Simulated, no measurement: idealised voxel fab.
This section sets out a process module, namely voxel wiring stack.
Section shown: cut. Width: 275 nm. Cell size: 5 nm, square.
A cross-section is written here as square cells arranged in a grid, and it is given in bands from the top down, each band taking up one or more rows of cells. Within each band entry, the heights of the top and of the bottom of the band appear first, in that order and in nm; the materials of the band then follow from left to right, each with its corresponding width in nm. The designation "full width" on a single material indicates that it fills the band from edge to edge; the designation "blank" indicates empty space. Heights are expressed relative to 0, this being the level below which the as-received wafer comprises one material exclusively. The lowest band is unbounded in the downward direction and is denoted as in "from 0 down". With a width like "30 to 40", each row of cells in the band differs from the next by the same amount, the top row carrying the first number and the bottom row the second. "nothing altered" for a step: no cell of the cross-section changed in that step. For the entry "Enclosed void entries", the listed items are empty spaces with no open way to the top whose size is 8 cells or more; each item follows the pattern width x height at distance, where distance is from the left edge and all three are in nm. Note: text after step settings on the step line = simulator remark on that step. You can add "overlay nm" to a step's line. For a step with a mask, it describes how far the mask lay to the right of its planned position, and a negative number describes a lay to the left. Everything after this point is organized in pairs: a cross-section before one process step, a cross-section after it that shows only as deep as the lowest changed band, and, under the pair, the intervening step with its settings. Because different runs of this module on the same starting wafer can supply different pairs, a pair continues from the pair above it only if its entry headed "Pre-step condition" says so.

### Pre-step condition
- from 105 to 100 = lowk full width
- from 100 to 90 = 95 nm lowk, 25 nm Ru, 155 nm lowk
- from 90 to 75 = 95 nm lowk, 30 nm Ru, 20 nm lowk, 30 nm Ru, 100 nm lowk
- from 75 to 70 = 95 nm lowk, 25 nm TiN, 5 nm Ru, 20 nm lowk, 30 nm Ru, 100 nm lowk
- from 70 to 65 = 85 nm lowk, 40 nm Ru, 20 nm lowk, 30 nm Ru, 100 nm lowk
- from 65 to 60 = 85 nm lowk, 35 nm Ru, 5 nm TiN, 20 nm lowk, 30 nm TiN, 100 nm lowk
- from 60 to 45 = 95 nm SiO2, 15 nm Ru, 165 nm SiO2
- from 45 to 40 = 95 nm SiCN, 15 nm Ru, 165 nm SiCN
- from 40 to 20 = 90 nm SiO2, 5 nm SiN, 30 nm Ru, 5 nm SiN, 10 nm SiO2, 5 nm SiN, 30 nm Ru, 5 nm SiN, 95 nm SiO2
- from 20 to 15 = 95 nm SiN, 30 nm TiN, 20 nm SiN, 30 nm TiN, 100 nm SiN
- from 15 to 0 = SiO2 full width
- from 0 down = Si full width
- Enclosed void entries: none

### Sectional Result
- from 90 to 75 = 95 nm lowk, 30 nm Ru, 20 nm lowk, 30 nm Ru, 100 nm lowk
- For the remainder of the cross-section, below 75, there is no change.
- Enclosed void entries: none
Processing between the before and after sections above: CMP | height nm 90

Pre-step condition: after-step cross-section of the pair just above applies.

### Sectional Result
- from 95 to 90 = SiCN full width
- For the remainder of the cross-section, below 90, there is no change.
- Enclosed void entries: none
Processing between the before and after sections above: CONFORMAL_DEP | material SiCN | thk nm 5

Pre-step condition: after-step cross-section of the pair just above applies.

### Sectional Result
- from 115 to 95 = SiO2 full width
- For the remainder of the cross-section, below 95, there is no change.
- Enclosed void entries: none
Processing between the before and after sections above: DIRECTIONAL_DEP | material SiO2 | thk nm 20

Pre-step condition: after-step cross-section of the pair just above applies.

### Sectional Result
- from 115 to 95 = 95 nm SiO2, 15 nm blank, 165 nm SiO2
- For the remainder of the cross-section, below 95, there is no change.
- Enclosed void entries: none
Processing between the before and after sections above: MASKED_ETCH | tone open | mask id PLUG_2 | width nm 15 | etch materials SiO2 | depth nm 20 | overlay nm 0

Pre-step condition: after-step cross-section of the pair just above applies.

### Sectional Result
- from 115 to 95 = 95 nm SiO2, 15 nm blank, 165 nm SiO2
- from 95 to 90 = 95 nm SiCN, 15 nm blank, 165 nm SiCN
- For the remainder of the cross-section, below 90, there is no change.
- Enclosed void entries: none
Processing between the before and after sections above: MASKED_ETCH | tone open | mask id PLUG_2 | width nm 15 | etch materials SiCN | depth nm 5 | overlay nm 0

Pre-step condition: after-step cross-section of the pair just above applies.

### Sectional Result
- from 115 to 100 = 95 nm SiO2, 15 nm blank, 165 nm SiO2
- from 100 to 95 = 95 nm SiO2, 15 nm Ru, 165 nm SiO2
- from 95 to 90 = 95 nm SiCN, 15 nm Ru, 165 nm SiCN
- For the remainder of the cross-section, below 90, there is no change.
- Enclosed void entries: none
Processing between the before and after sections above: EPI | material Ru | thk nm 10

Pre-step condition: after-step cross-section of the pair just above applies.

### Sectional Result
- from 115 to 110 = 95 nm SiO2, 15 nm blank, 165 nm SiO2
- from 110 to 95 = 95 nm SiO2, 15 nm Ru, 165 nm SiO2
- For the remainder of the cross-section, below 95, there is no change.
- Enclosed void entries: none
Processing between the before and after sections above: EPI | material Ru | thk nm 10

Pre-step condition: after-step cross-section of the pair just above applies.

### Sectional Result
- from 115 to 95 = 95 nm SiO2, 15 nm Ru, 165 nm SiO2
- For the remainder of the cross-section, below 95, there is no change.
- Enclosed void entries: none
Processing between the before and after sections above: EPI | material Ru | thk nm 5

Pre-step condition: after-step cross-section of the pair just above applies.

### Sectional Result
- from 120 to 115 = TiN full width
- For the remainder of the cross-section, below 115, there is no change.
- Enclosed void entries: none
Processing between the before and after sections above: DIRECTIONAL_DEP | material TiN | thk nm 5

Pre-step condition: after-step cross-section of the pair just above applies.

### Sectional Result
- from 140 to 120 = W full width
- For the remainder of the cross-section, below 120, there is no change.
- Enclosed void entries: none
Processing between the before and after sections above: DIRECTIONAL_DEP | material W | thk nm 20

Pre-step condition: after-step cross-section of the pair just above applies.

### Sectional Result
- from 150 to 140 = aC full width
- For the remainder of the cross-section, below 140, there is no change.
- Enclosed void entries: none
Processing between the before and after sections above: DIRECTIONAL_DEP | material aC | thk nm 10

Pre-step condition: after-step cross-section of the pair just above applies.

### Sectional Result
- from 180 to 150 = 95 nm blank, 30 nm resist, 20 nm blank, 30 nm resist, 100 nm blank
- For the remainder of the cross-section, below 150, there is no change.
- Enclosed void entries: none
Processing between the before and after sections above: PATTERN | tone cover | mask id METAL_3 | material resist | width nm 30 | pitch nm 50 | thk nm 30 | overlay nm 0

Pre-step condition: after-step cross-section of the pair just above applies.

### Sectional Result
- from 170 to 150 = 95 nm blank, 30 nm resist, 20 nm blank, 30 nm resist, 100 nm blank
- from 150 to 140 = 95 nm blank, 30 nm aC, 20 nm blank, 30 nm aC, 100 nm blank
- For the remainder of the cross-section, below 140, there is no change.
- Enclosed void entries: none
Processing between the before and after sections above: DIRECTIONAL_ETCH | etch materials aC | depth nm 10

Pre-step condition: after-step cross-section of the pair just above applies.

### Sectional Result
- from 150 to 140 = 95 nm blank, 30 nm aC, 20 nm blank, 30 nm aC, 100 nm blank
- For the remainder of the cross-section, below 140, there is no change.
- Enclosed void entries: none
Processing between the before and after sections above: STRIP | etch materials resist

Pre-step condition: after-step cross-section of the pair just above applies.

### Sectional Result
- from 150 to 140 = 95 nm blank, 30 nm aC, 20 nm blank, 30 nm aC, 100 nm blank
- from 140 to 120 = 95 nm blank, 30 nm W, 20 nm blank, 30 nm W, 100 nm blank
- For the remainder of the cross-section, below 120, there is no change.
- Enclosed void entries: none
Processing between the before and after sections above: DIRECTIONAL_ETCH | etch materials W | depth nm 20

Pre-step condition: after-step cross-section of the pair just above applies.

### Sectional Result
- from 150 to 140 = 95 nm blank, 30 nm aC, 20 nm blank, 30 nm aC, 100 nm blank
- from 140 to 120 = 95 nm blank, 30 nm W, 20 nm blank, 30 nm W, 100 nm blank
- from 120 to 115 = 95 nm blank, 30 nm TiN, 20 nm blank, 30 nm TiN, 100 nm blank
- For the remainder of the cross-section, below 115, there is no change.
- Enclosed void entries: none
Processing between the before and after sections above: DIRECTIONAL_ETCH | etch materials TiN | depth nm 5

Pre-step condition: after-step cross-section of the pair just above applies.

### Sectional Result
- from 140 to 120 = 95 nm blank, 30 nm W, 20 nm blank, 30 nm W, 100 nm blank
- For the remainder of the cross-section, below 120, there is no change.
- Enclosed void entries: none
Processing between the before and after sections above: STRIP | etch materials aC

Pre-step condition: after-step cross-section of the pair just above applies.

### Sectional Result
- from 145 to 140 = lowk full width
- from 140 to 120 = 95 nm lowk, 30 nm W, 20 nm lowk, 30 nm W, 100 nm lowk
- from 120 to 115 = 95 nm lowk, 30 nm TiN, 20 nm lowk, 30 nm TiN, 100 nm lowk
- For the remainder of the cross-section, below 115, there is no change.
- Enclosed void entries: none
Processing between the before and after sections above: FILL_DEP | material lowk | thk nm 5

Pre-step condition: after-step cross-section of the pair just above applies.

### Sectional Result
- from 140 to 120 = 95 nm lowk, 30 nm W, 20 nm lowk, 30 nm W, 100 nm lowk
- For the remainder of the cross-section, below 120, there is no change.
- Enclosed void entries: none
Processing between the before and after sections above: CMP | height nm 140

Pre-step condition: after-step cross-section of the pair just above applies.

### Sectional Result
- from 145 to 140 = SiCN full width
- For the remainder of the cross-section, below 140, there is no change.
- Enclosed void entries: none
Processing between the before and after sections above: CONFORMAL_DEP | material SiCN | thk nm 5

### Pre-step condition
- from 60 to 50 = 95 nm SiO2, 15 nm blank, 165 nm SiO2
- from 50 to 45 = 95 nm SiO2, 15 nm Ru, 165 nm SiO2
- from 45 to 40 = 95 nm SiCN, 15 nm Ru, 165 nm SiCN
- from 40 to 20 = 90 nm SiO2, 5 nm SiN, 30 nm Ru, 5 nm SiN, 10 nm SiO2, 5 nm SiN, 30 nm Ru, 5 nm SiN, 95 nm SiO2
- from 20 to 15 = 95 nm SiN, 30 nm TiN, 20 nm SiN, 30 nm TiN, 100 nm SiN
- from 15 to 0 = SiO2 full width
- from 0 down = Si full width
- Enclosed void entries: none

### Sectional Result
- from 65 to 60 = 95 nm TiN, 15 nm blank, 165 nm TiN
- from 60 to 55 = 95 nm SiO2, 15 nm blank, 165 nm SiO2
- from 55 to 50 = 95 nm SiO2, 15 nm TiN, 165 nm SiO2
- For the remainder of the cross-section, below 50, there is no change.
- Enclosed void entries: none
Processing between the before and after sections above: DIRECTIONAL_DEP | material TiN | thk nm 5

Pre-step condition: after-step cross-section of the pair just above applies.

### Sectional Result
- from 75 to 65 = Ru full width
- from 65 to 60 = 95 nm TiN, 15 nm Ru, 165 nm TiN
- from 60 to 55 = 95 nm SiO2, 15 nm Ru, 165 nm SiO2
- For the remainder of the cross-section, below 55, there is no change.
- Enclosed void entries: none
Processing between the before and after sections above: EPI | material Ru | thk nm 10

Pre-step condition: after-step cross-section of the pair just above applies.

### Sectional Result
- from 100 to 65 = Ru full width
- For the remainder of the cross-section, below 65, there is no change.
- Enclosed void entries: none
Processing between the before and after sections above: DIRECTIONAL_DEP | material Ru | thk nm 25

Pre-step condition: after-step cross-section of the pair just above applies.

### Sectional Result
- from 100 to 75 = 95 nm blank, 30 nm Ru, 20 nm blank, 30 nm Ru, 100 nm blank
- For the remainder of the cross-section, below 75, there is no change.
- Enclosed void entries: none
Processing between the before and after sections above: MASKED_ETCH | tone cover | mask id METAL_2 | width nm 30 | pitch nm 50 | etch materials Ru | depth nm 25 | overlay nm 0

Pre-step condition: after-step cross-section of the pair just above applies.

### Sectional Result
- from 105 to 100 = lowk full width
- from 100 to 75 = 95 nm lowk, 30 nm Ru, 20 nm lowk, 30 nm Ru, 100 nm lowk
- For the remainder of the cross-section, below 75, there is no change.
- Enclosed void entries: none
Processing between the before and after sections above: FILL_DEP | material lowk | thk nm 5

Pre-step condition: after-step cross-section of the pair just above applies.

### Sectional Result
- from 90 to 75 = 95 nm lowk, 30 nm Ru, 20 nm lowk, 30 nm Ru, 100 nm lowk
- For the remainder of the cross-section, below 75, there is no change.
- Enclosed void entries: none
Processing between the before and after sections above: CMP | height nm 90

Pre-step condition: after-step cross-section of the pair just above applies.

### Sectional Result
- from 95 to 90 = SiCN full width
- For the remainder of the cross-section, below 90, there is no change.
- Enclosed void entries: none
Processing between the before and after sections above: CONFORMAL_DEP | material SiCN | thk nm 5

Pre-step condition: after-step cross-section of the pair just above applies.

### Sectional Result
- from 115 to 95 = SiO2 full width
- For the remainder of the cross-section, below 95, there is no change.
- Enclosed void entries: none
Processing between the before and after sections above: DIRECTIONAL_DEP | material SiO2 | thk nm 20

Pre-step condition: after-step cross-section of the pair just above applies.

### Sectional Result
- from 115 to 95 = 95 nm SiO2, 15 nm blank, 165 nm SiO2
- For the remainder of the cross-section, below 95, there is no change.
- Enclosed void entries: none
Processing between the before and after sections above: MASKED_ETCH | tone open | mask id PLUG_2 | width nm 15 | etch materials SiO2 | depth nm 20 | overlay nm 0

Pre-step condition: after-step cross-section of the pair just above applies.

### Sectional Result
- from 115 to 95 = 95 nm SiO2, 15 nm blank, 165 nm SiO2
- from 95 to 90 = 95 nm SiCN, 15 nm blank, 165 nm SiCN
- For the remainder of the cross-section, below 90, there is no change.
- Enclosed void entries: none
Processing between the before and after sections above: MASKED_ETCH | tone open | mask id PLUG_2 | width nm 15 | etch materials SiCN | depth nm 5 | overlay nm 0

Pre-step condition: after-step cross-section of the pair just above applies.

### Sectional Result
- from 115 to 100 = 95 nm SiO2, 15 nm blank, 165 nm SiO2
- from 100 to 95 = 95 nm SiO2, 15 nm Ru, 165 nm SiO2
- from 95 to 90 = 95 nm SiCN, 15 nm Ru, 165 nm SiCN
- For the remainder of the cross-section, below 90, there is no change.
- Enclosed void entries: none
Processing between the before and after sections above: EPI | material Ru | thk nm 10

Pre-step condition: after-step cross-section of the pair just above applies.

### Sectional Result
- from 115 to 110 = 95 nm SiO2, 15 nm blank, 165 nm SiO2
- from 110 to 95 = 95 nm SiO2, 15 nm Ru, 165 nm SiO2
- For the remainder of the cross-section, below 95, there is no change.
- Enclosed void entries: none
Processing between the before and after sections above: EPI | material Ru | thk nm 10

Pre-step condition: after-step cross-section of the pair just above applies.

### Sectional Result
- from 115 to 95 = 95 nm SiO2, 15 nm Ru, 165 nm SiO2
- For the remainder of the cross-section, below 95, there is no change.
- Enclosed void entries: none
Processing between the before and after sections above: EPI | material Ru | thk nm 5

Pre-step condition: after-step cross-section of the pair just above applies.

### Sectional Result
- from 120 to 115 = TiN full width
- For the remainder of the cross-section, below 115, there is no change.
- Enclosed void entries: none
Processing between the before and after sections above: DIRECTIONAL_DEP | material TiN | thk nm 5

Pre-step condition: after-step cross-section of the pair just above applies.

### Sectional Result
- from 140 to 120 = W full width
- For the remainder of the cross-section, below 120, there is no change.
- Enclosed void entries: none
Processing between the before and after sections above: DIRECTIONAL_DEP | material W | thk nm 20

Pre-step condition: after-step cross-section of the pair just above applies.

### Sectional Result
- from 150 to 140 = aC full width
- For the remainder of the cross-section, below 140, there is no change.
- Enclosed void entries: none
Processing between the before and after sections above: DIRECTIONAL_DEP | material aC | thk nm 10

Pre-step condition: after-step cross-section of the pair just above applies.

### Sectional Result
- from 180 to 150 = 95 nm blank, 30 nm resist, 20 nm blank, 30 nm resist, 100 nm blank
- For the remainder of the cross-section, below 150, there is no change.
- Enclosed void entries: none
Processing between the before and after sections above: PATTERN | tone cover | mask id METAL_3 | material resist | width nm 30 | pitch nm 50 | thk nm 30 | overlay nm 0

Pre-step condition: after-step cross-section of the pair just above applies.

### Sectional Result
- from 170 to 150 = 95 nm blank, 30 nm resist, 20 nm blank, 30 nm resist, 100 nm blank
- from 150 to 140 = 95 nm blank, 30 nm aC, 20 nm blank, 30 nm aC, 100 nm blank
- For the remainder of the cross-section, below 140, there is no change.
- Enclosed void entries: none
Processing between the before and after sections above: DIRECTIONAL_ETCH | etch materials aC | depth nm 10

Pre-step condition: after-step cross-section of the pair just above applies.

### Sectional Result
- from 150 to 140 = 95 nm blank, 30 nm aC, 20 nm blank, 30 nm aC, 100 nm blank
- For the remainder of the cross-section, below 140, there is no change.
- Enclosed void entries: none
Processing between the before and after sections above: STRIP | etch materials resist

Pre-step condition: after-step cross-section of the pair just above applies.

### Sectional Result
- from 150 to 140 = 95 nm blank, 30 nm aC, 20 nm blank, 30 nm aC, 100 nm blank
- from 140 to 120 = 95 nm blank, 30 nm W, 20 nm blank, 30 nm W, 100 nm blank
- For the remainder of the cross-section, below 120, there is no change.
- Enclosed void entries: none
Processing between the before and after sections above: DIRECTIONAL_ETCH | etch materials W | depth nm 20

Pre-step condition: after-step cross-section of the pair just above applies.

### Sectional Result
- from 150 to 140 = 95 nm blank, 30 nm aC, 20 nm blank, 30 nm aC, 100 nm blank
- from 140 to 120 = 95 nm blank, 30 nm W, 20 nm blank, 30 nm W, 100 nm blank
- from 120 to 115 = 95 nm blank, 30 nm TiN, 20 nm blank, 30 nm TiN, 100 nm blank
- For the remainder of the cross-section, below 115, there is no change.
- Enclosed void entries: none
Processing between the before and after sections above: DIRECTIONAL_ETCH | etch materials TiN | depth nm 5

Pre-step condition: after-step cross-section of the pair just above applies.

### Sectional Result
- from 140 to 120 = 95 nm blank, 30 nm W, 20 nm blank, 30 nm W, 100 nm blank
- For the remainder of the cross-section, below 120, there is no change.
- Enclosed void entries: none
Processing between the before and after sections above: STRIP | etch materials aC

Pre-step condition: after-step cross-section of the pair just above applies.

### Sectional Result
- from 145 to 140 = lowk full width
- from 140 to 120 = 95 nm lowk, 30 nm W, 20 nm lowk, 30 nm W, 100 nm lowk
- from 120 to 115 = 95 nm lowk, 30 nm TiN, 20 nm lowk, 30 nm TiN, 100 nm lowk
- For the remainder of the cross-section, below 115, there is no change.
- Enclosed void entries: none
Processing between the before and after sections above: FILL_DEP | material lowk | thk nm 5

Pre-step condition: after-step cross-section of the pair just above applies.

### Sectional Result
- from 140 to 120 = 95 nm lowk, 30 nm W, 20 nm lowk, 30 nm W, 100 nm lowk
- For the remainder of the cross-section, below 120, there is no change.
- Enclosed void entries: none
Processing between the before and after sections above: CMP | height nm 140

Pre-step condition: after-step cross-section of the pair just above applies.

### Sectional Result
- from 145 to 140 = SiCN full width
- For the remainder of the cross-section, below 140, there is no change.
- Enclosed void entries: none
Processing between the before and after sections above: CONFORMAL_DEP | material SiCN | thk nm 5

### Pre-step condition
- from 140 to 120 = 95 nm lowk, 30 nm W, 20 nm lowk, 30 nm W, 100 nm lowk
- from 120 to 115 = 95 nm lowk, 30 nm TiN, 20 nm lowk, 30 nm TiN, 100 nm lowk
- from 115 to 95 = 95 nm SiO2, 15 nm Ru, 165 nm SiO2
- from 95 to 90 = 95 nm SiCN, 15 nm Ru, 165 nm SiCN
- from 90 to 65 = 95 nm lowk, 30 nm Ru, 20 nm lowk, 30 nm Ru, 100 nm lowk
- from 65 to 60 = 95 nm lowk, 30 nm TiN, 20 nm lowk, 30 nm TiN, 100 nm lowk
- from 60 to 45 = 95 nm SiO2, 15 nm Ru, 165 nm SiO2
- from 45 to 40 = 95 nm SiCN, 15 nm Ru, 165 nm SiCN
- from 40 to 20 = 90 nm SiO2, 5 nm SiN, 30 nm Ru, 5 nm SiN, 10 nm SiO2, 5 nm SiN, 30 nm Ru, 5 nm SiN, 95 nm SiO2
- from 20 to 15 = 95 nm SiN, 30 nm TiN, 20 nm SiN, 30 nm TiN, 100 nm SiN
- from 15 to 0 = SiO2 full width
- from 0 down = Si full width
- Enclosed void entries: none

### Sectional Result
- from 155 to 140 = SiCN full width
- For the remainder of the cross-section, below 140, there is no change.
- Enclosed void entries: none
Processing between the before and after sections above: CONFORMAL_DEP | material SiCN | thk nm 15

### Pre-step condition
- from 60 to 45 = SiO2 full width
- from 45 to 40 = SiCN full width
- from 40 to 20 = 90 nm SiO2, 5 nm SiN, 30 nm Ru, 5 nm SiN, 10 nm SiO2, 5 nm SiN, 30 nm Ru, 5 nm SiN, 95 nm SiO2
- from 20 to 15 = 95 nm SiN, 30 nm TiN, 20 nm SiN, 30 nm TiN, 100 nm SiN
- from 15 to 0 = SiO2 full width
- from 0 down = Si full width
- Enclosed void entries: none

### Sectional Result
- from 60 to 45 = 90 nm SiO2, 25 nm blank, 160 nm SiO2
- For the remainder of the cross-section, below 45, there is no change.
- Enclosed void entries: none
Processing between the before and after sections above: MASKED_ETCH | tone open | mask id PLUG_1 | width nm 25 | etch materials SiO2 | depth nm 15 | overlay nm 0

Pre-step condition: after-step cross-section of the pair just above applies.

### Sectional Result
- from 60 to 45 = 90 nm SiO2, 25 nm blank, 160 nm SiO2
- from 45 to 40 = 95 nm SiCN, 15 nm blank, 165 nm SiCN
- For the remainder of the cross-section, below 40, there is no change.
- Enclosed void entries: none
Processing between the before and after sections above: MASKED_ETCH | tone open | mask id PLUG_1 | width nm 15 | etch materials SiCN | depth nm 5 | overlay nm 0

Pre-step condition: after-step cross-section of the pair just above applies.

### Sectional Result
- from 60 to 50 = 90 nm SiO2, 25 nm blank, 160 nm SiO2
- from 50 to 45 = 90 nm SiO2, 25 nm Ru, 160 nm SiO2
- from 45 to 40 = 95 nm SiCN, 15 nm Ru, 165 nm SiCN
- For the remainder of the cross-section, below 40, there is no change.
- Enclosed void entries: none
Processing between the before and after sections above: EPI | material Ru | thk nm 10

Pre-step condition: after-step cross-section of the pair just above applies.

### Sectional Result
- from 60 to 45 = 90 nm SiO2, 25 nm Ru, 160 nm SiO2
- For the remainder of the cross-section, below 45, there is no change.
- Enclosed void entries: none
Processing between the before and after sections above: EPI | material Ru | thk nm 10

Pre-step condition: after-step cross-section of the pair just above applies.

### Sectional Result
- from 65 to 60 = TiN full width
- For the remainder of the cross-section, below 60, there is no change.
- Enclosed void entries: none
Processing between the before and after sections above: DIRECTIONAL_DEP | material TiN | thk nm 5

Pre-step condition: after-step cross-section of the pair just above applies.

### Sectional Result
- from 90 to 65 = Ru full width
- For the remainder of the cross-section, below 65, there is no change.
- Enclosed void entries: none
Processing between the before and after sections above: DIRECTIONAL_DEP | material Ru | thk nm 25

Pre-step condition: after-step cross-section of the pair just above applies.

### Sectional Result
- from 90 to 65 = 95 nm blank, 30 nm Ru, 20 nm blank, 30 nm Ru, 100 nm blank
- For the remainder of the cross-section, below 65, there is no change.
- Enclosed void entries: none
Processing between the before and after sections above: MASKED_ETCH | tone cover | mask id METAL_2 | width nm 30 | pitch nm 50 | etch materials Ru | depth nm 25 | overlay nm 0

Pre-step condition: after-step cross-section of the pair just above applies.

### Sectional Result
- from 90 to 65 = 95 nm blank, 30 nm Ru, 20 nm blank, 30 nm Ru, 100 nm blank
- from 65 to 60 = 95 nm blank, 30 nm TiN, 20 nm blank, 30 nm TiN, 100 nm blank
- For the remainder of the cross-section, below 60, there is no change.
- Enclosed void entries: none
Processing between the before and after sections above: MASKED_ETCH | tone cover | mask id METAL_2 | width nm 30 | pitch nm 50 | etch materials TiN | depth nm 5 | overlay nm 0

Pre-step condition: after-step cross-section of the pair just above applies.

### Sectional Result
- from 95 to 90 = lowk full width
- from 90 to 65 = 95 nm lowk, 30 nm Ru, 20 nm lowk, 30 nm Ru, 100 nm lowk
- from 65 to 60 = 95 nm lowk, 30 nm TiN, 20 nm lowk, 30 nm TiN, 100 nm lowk
- For the remainder of the cross-section, below 60, there is no change.
- Enclosed void entries: none
Processing between the before and after sections above: FILL_DEP | material lowk | thk nm 5

Pre-step condition: after-step cross-section of the pair just above applies.

### Sectional Result
- from 90 to 65 = 95 nm lowk, 30 nm Ru, 20 nm lowk, 30 nm Ru, 100 nm lowk
- For the remainder of the cross-section, below 65, there is no change.
- Enclosed void entries: none
Processing between the before and after sections above: CMP | height nm 90

Pre-step condition: after-step cross-section of the pair just above applies.

### Sectional Result
- from 95 to 90 = SiCN full width
- For the remainder of the cross-section, below 90, there is no change.
- Enclosed void entries: none
Processing between the before and after sections above: CONFORMAL_DEP | material SiCN | thk nm 5

Pre-step condition: after-step cross-section of the pair just above applies.

### Sectional Result
- from 115 to 95 = SiO2 full width
- For the remainder of the cross-section, below 95, there is no change.
- Enclosed void entries: none
Processing between the before and after sections above: DIRECTIONAL_DEP | material SiO2 | thk nm 20

Pre-step condition: after-step cross-section of the pair just above applies.

### Sectional Result
- from 115 to 95 = 95 nm SiO2, 15 nm blank, 165 nm SiO2
- For the remainder of the cross-section, below 95, there is no change.
- Enclosed void entries: none
Processing between the before and after sections above: MASKED_ETCH | tone open | mask id PLUG_2 | width nm 15 | etch materials SiO2 | depth nm 20 | overlay nm 0

Pre-step condition: after-step cross-section of the pair just above applies.

### Sectional Result
- from 115 to 95 = 95 nm SiO2, 15 nm blank, 165 nm SiO2
- from 95 to 90 = 95 nm SiCN, 15 nm blank, 165 nm SiCN
- For the remainder of the cross-section, below 90, there is no change.
- Enclosed void entries: none
Processing between the before and after sections above: MASKED_ETCH | tone open | mask id PLUG_2 | width nm 15 | etch materials SiCN | depth nm 5 | overlay nm 0

Pre-step condition: after-step cross-section of the pair just above applies.

### Sectional Result
- from 115 to 100 = 95 nm SiO2, 15 nm blank, 165 nm SiO2
- from 100 to 95 = 95 nm SiO2, 15 nm Ru, 165 nm SiO2
- from 95 to 90 = 95 nm SiCN, 15 nm Ru, 165 nm SiCN
- For the remainder of the cross-section, below 90, there is no change.
- Enclosed void entries: none
Processing between the before and after sections above: EPI | material Ru | thk nm 10

Pre-step condition: after-step cross-section of the pair just above applies.

### Sectional Result
- from 115 to 110 = 95 nm SiO2, 15 nm blank, 165 nm SiO2
- from 110 to 95 = 95 nm SiO2, 15 nm Ru, 165 nm SiO2
- For the remainder of the cross-section, below 95, there is no change.
- Enclosed void entries: none
Processing between the before and after sections above: EPI | material Ru | thk nm 10

Pre-step condition: after-step cross-section of the pair just above applies.

### Sectional Result
- from 115 to 95 = 95 nm SiO2, 15 nm Ru, 165 nm SiO2
- For the remainder of the cross-section, below 95, there is no change.
- Enclosed void entries: none
Processing between the before and after sections above: EPI | material Ru | thk nm 5

Pre-step condition: after-step cross-section of the pair just above applies.

### Sectional Result
- from 120 to 115 = TiN full width
- For the remainder of the cross-section, below 115, there is no change.
- Enclosed void entries: none
Processing between the before and after sections above: DIRECTIONAL_DEP | material TiN | thk nm 5

Pre-step condition: after-step cross-section of the pair just above applies.

### Sectional Result
- from 140 to 120 = W full width
- For the remainder of the cross-section, below 120, there is no change.
- Enclosed void entries: none
Processing between the before and after sections above: DIRECTIONAL_DEP | material W | thk nm 20

Pre-step condition: after-step cross-section of the pair just above applies.

### Sectional Result
- from 150 to 140 = aC full width
- For the remainder of the cross-section, below 140, there is no change.
- Enclosed void entries: none
Processing between the before and after sections above: DIRECTIONAL_DEP | material aC | thk nm 10

Pre-step condition: after-step cross-section of the pair just above applies.

### Sectional Result
- from 180 to 150 = 95 nm blank, 30 nm resist, 20 nm blank, 30 nm resist, 100 nm blank
- For the remainder of the cross-section, below 150, there is no change.
- Enclosed void entries: none
Processing between the before and after sections above: PATTERN | tone cover | mask id METAL_3 | material resist | width nm 30 | pitch nm 50 | thk nm 30 | overlay nm 0

Pre-step condition: after-step cross-section of the pair just above applies.

### Sectional Result
- from 170 to 150 = 95 nm blank, 30 nm resist, 20 nm blank, 30 nm resist, 100 nm blank
- from 150 to 140 = 95 nm blank, 30 nm aC, 20 nm blank, 30 nm aC, 100 nm blank
- For the remainder of the cross-section, below 140, there is no change.
- Enclosed void entries: none
Processing between the before and after sections above: DIRECTIONAL_ETCH | etch materials aC | depth nm 10

Pre-step condition: after-step cross-section of the pair just above applies.

### Sectional Result
- from 150 to 140 = 95 nm blank, 30 nm aC, 20 nm blank, 30 nm aC, 100 nm blank
- For the remainder of the cross-section, below 140, there is no change.
- Enclosed void entries: none
Processing between the before and after sections above: STRIP | etch materials resist

Pre-step condition: after-step cross-section of the pair just above applies.

### Sectional Result
- from 150 to 140 = 95 nm blank, 30 nm aC, 20 nm blank, 30 nm aC, 100 nm blank
- from 140 to 120 = 95 nm blank, 30 nm W, 20 nm blank, 30 nm W, 100 nm blank
- For the remainder of the cross-section, below 120, there is no change.
- Enclosed void entries: none
Processing between the before and after sections above: DIRECTIONAL_ETCH | etch materials W | depth nm 20

Pre-step condition: after-step cross-section of the pair just above applies.

### Sectional Result
- from 150 to 140 = 95 nm blank, 30 nm aC, 20 nm blank, 30 nm aC, 100 nm blank
- from 140 to 120 = 95 nm blank, 30 nm W, 20 nm blank, 30 nm W, 100 nm blank
- from 120 to 115 = 95 nm blank, 30 nm TiN, 20 nm blank, 30 nm TiN, 100 nm blank
- For the remainder of the cross-section, below 115, there is no change.
- Enclosed void entries: none
Processing between the before and after sections above: DIRECTIONAL_ETCH | etch materials TiN | depth nm 5

Pre-step condition: after-step cross-section of the pair just above applies.

### Sectional Result
- from 140 to 120 = 95 nm blank, 30 nm W, 20 nm blank, 30 nm W, 100 nm blank
- For the remainder of the cross-section, below 120, there is no change.
- Enclosed void entries: none
Processing between the before and after sections above: STRIP | etch materials aC

Pre-step condition: after-step cross-section of the pair just above applies.

### Sectional Result
- from 145 to 140 = lowk full width
- from 140 to 120 = 95 nm lowk, 30 nm W, 20 nm lowk, 30 nm W, 100 nm lowk
- from 120 to 115 = 95 nm lowk, 30 nm TiN, 20 nm lowk, 30 nm TiN, 100 nm lowk
- For the remainder of the cross-section, below 115, there is no change.
- Enclosed void entries: none
Processing between the before and after sections above: FILL_DEP | material lowk | thk nm 5

Pre-step condition: after-step cross-section of the pair just above applies.

### Sectional Result
- from 140 to 120 = 95 nm lowk, 30 nm W, 20 nm lowk, 30 nm W, 100 nm lowk
- For the remainder of the cross-section, below 120, there is no change.
- Enclosed void entries: none
Processing between the before and after sections above: CMP | height nm 140

Pre-step condition: after-step cross-section of the pair just above applies.

### Sectional Result
- from 145 to 140 = SiCN full width
- For the remainder of the cross-section, below 140, there is no change.
- Enclosed void entries: none
Processing between the before and after sections above: CONFORMAL_DEP | material SiCN | thk nm 5
